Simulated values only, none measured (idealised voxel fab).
voxel capacitor over wiring: a process module
Displayed cross-section: cut, width of 200 nm, square cells sized 5 nm.
A cross-section is written here as square cells arranged in a grid, and it is given in bands from the top down, each band taking up one or more rows of cells.
Heads up on the band format: heights come first, top then bottom, in nm. After that it's the materials left to right, each with its width in nm. A single material flagged "all across" fills the whole band edge to edge, and "blank" means there's empty space there.
It should be noted that heights are counted from 0, beneath which the wafer as supplied is of one material throughout, and that the lowest band possesses no lower boundary but continues downward, as written in "0 -> down".
Per-row width for "30..40": begins at first number (top row of band), ends at second number (bottom row), increment between rows held constant.
It should be understood that the words "remained unchanged", when stated for a given step, signify that the cross-section underwent no change in any of its cells during that step.
Look at "Unvented cavities" for the closed voids: empty spaces with no open path to the top, sized 8 cells or up. Each is width x height at distance, distance from the left edge, all nm.
Formally, on a step line, whatever follows the settings is a remark that the simulator itself makes on the step.
"overlay nm", when on a step's line for a step with a mask, measures how far to the right of its planned place the mask lay; a negative measure means to the left.
Steps planned for the process
1: RECEIVE | material Si
2: CONFORMAL_DEP | material SiO2 | thk nm 15
3: DIRECTIONAL_DEP | material TiN | thk nm 5
4: DIRECTIONAL_DEP | material Ru | thk nm 15
5: PATTERN | tone cover | mask id METAL_1 | material resist | width nm 25 | pitch nm 85 | thk nm 15 | overlay nm 0
6: DIRECTIONAL_ETCH | etch materials Ru | depth nm 15
7: DIRECTIONAL_ETCH | etch materials TiN | depth nm 5
8: STRIP | etch materials resist
9: FILL_DEP | material lowk | thk nm 5
10: CMP | height nm 35
11: CONFORMAL_DEP | material SiCN | thk nm 5
12: DIRECTIONAL_DEP | material SiO2 | thk nm 10
13: MASKED_ETCH | tone open | mask id PLUG_1 | width nm 15 | etch materials SiO2 | depth nm 10 | overlay nm 0
14: MASKED_ETCH | tone open | mask id PLUG_1 | width nm 15 | etch materials SiCN | depth nm 5 | overlay nm 0
15: CONFORMAL_DEP | material TiN | thk nm 5
16: FILL_DEP | material W | thk nm 5
17: CMP | height nm 50
18: DIRECTIONAL_DEP | material TiN | thk nm 10
19: DIRECTIONAL_DEP | material HfO2 | thk nm 5
20: DIRECTIONAL_DEP | material TiN | thk nm 5
21: DIRECTIONAL_DEP | material aC | thk nm 10
22: PATTERN | tone cover | mask id UPPER_PLATE | material resist | width nm 65 | thk nm 30 | overlay nm 0
23: DIRECTIONAL_ETCH | etch materials aC | depth nm 10
24: STRIP | etch materials resist
25: DIRECTIONAL_ETCH | etch materials TiN | depth nm 5
26: DIRECTIONAL_ETCH | etch materials HfO2 | depth nm 5
27: STRIP | etch materials aC
28: MASKED_ETCH | tone cover | mask id LOWER_PLATE | width nm 75 | etch materials TiN | depth nm 10 | overlay nm 0
29: FILL_DEP | material SiO2 | thk nm 20
30: CMP | height nm 85
31: MASKED_ETCH | tone open | mask id PLUG_2 | width nm 15 | etch materials SiO2 | depth nm 15 | overlay nm 0
32: CONFORMAL_DEP | material TiN | thk nm 5
33: FILL_DEP | material Cu | thk nm 5
34: CMP | height nm 85
35: CONFORMAL_DEP | material SiN | thk nm 5
Incoming wafer in cross-section (state: after step 1)
	0 -> down  Si all across
	Unvented cavities: none
Cross-section: first of two wafers, module finished, run according to plan
	90 -> 85  SiN all across
	85 -> 75  SiO2 65 nm, then TiN 5 nm, then Cu 5 nm, then TiN 5 nm, then SiO2 120 nm
	75 -> 65  SiO2 65..55 nm, then TiN 15..65 nm, then SiO2 120..80 nm
	65 -> 60  SiO2 55 nm, then HfO2 65 nm, then SiO2 80 nm
	60 -> 50  SiO2 50 nm, then TiN 75 nm, then SiO2 75 nm
	50 -> 40  SiO2 55 nm, then TiN 5 nm, then W 5 nm, then TiN 5 nm, then SiO2 130 nm
	40 -> 35  SiCN 55 nm, then TiN 15 nm, then SiCN 130 nm
	35 -> 20  lowk 45 nm, then Ru 25 nm, then lowk 60 nm, then Ru 25 nm, then lowk 45 nm
	20 -> 15  lowk 45 nm, then TiN 25 nm, then lowk 60 nm, then TiN 25 nm, then lowk 45 nm
	15 -> 0  SiO2 all across
	0 -> down  Si all across
	Unvented cavities: none
Wafer two cross-section, module end. Start and plan unchanged from wafer one; one mistake made during the run
	90 -> 85  SiN all across
	85 -> 75  SiO2 65 nm, then TiN 5 nm, then Cu 5 nm, then TiN 5 nm, then SiO2 120 nm
	75 -> 65  SiO2 65..55 nm, then TiN 15..65 nm, then SiO2 120..80 nm
	65 -> 60  SiO2 55 nm, then HfO2 65 nm, then SiO2 80 nm
	60 -> 50  SiO2 50 nm, then TiN 75 nm, then SiO2 75 nm
	50 -> 45  SiO2 55 nm, then TiN 5 nm, then W 5 nm, then TiN 5 nm, then SiO2 130 nm
	45 -> 40  SiO2 55 nm, then TiN 15 nm, then SiO2 130 nm
	40 -> 35  Ru all across
	35 -> 20  lowk 45 nm, then Ru 25 nm, then lowk 60 nm, then Ru 25 nm, then lowk 45 nm
	20 -> 15  lowk 45 nm, then TiN 25 nm, then lowk 60 nm, then TiN 25 nm, then lowk 45 nm
	15 -> 0  SiO2 all across
	0 -> down  Si all across
	Unvented cavities: none
Heads up, the wafer didn't run the way we planned it: step 11 off recipe, ran as CONFORMAL_DEP | material Ru | thk nm 5
Bottom line after processing is that, in cells, the second wafer is up or down on some materials versus the first: 40 more of Ru | 37 fewer of SiCN | 2 fewer of TiN | 1 fewer of W
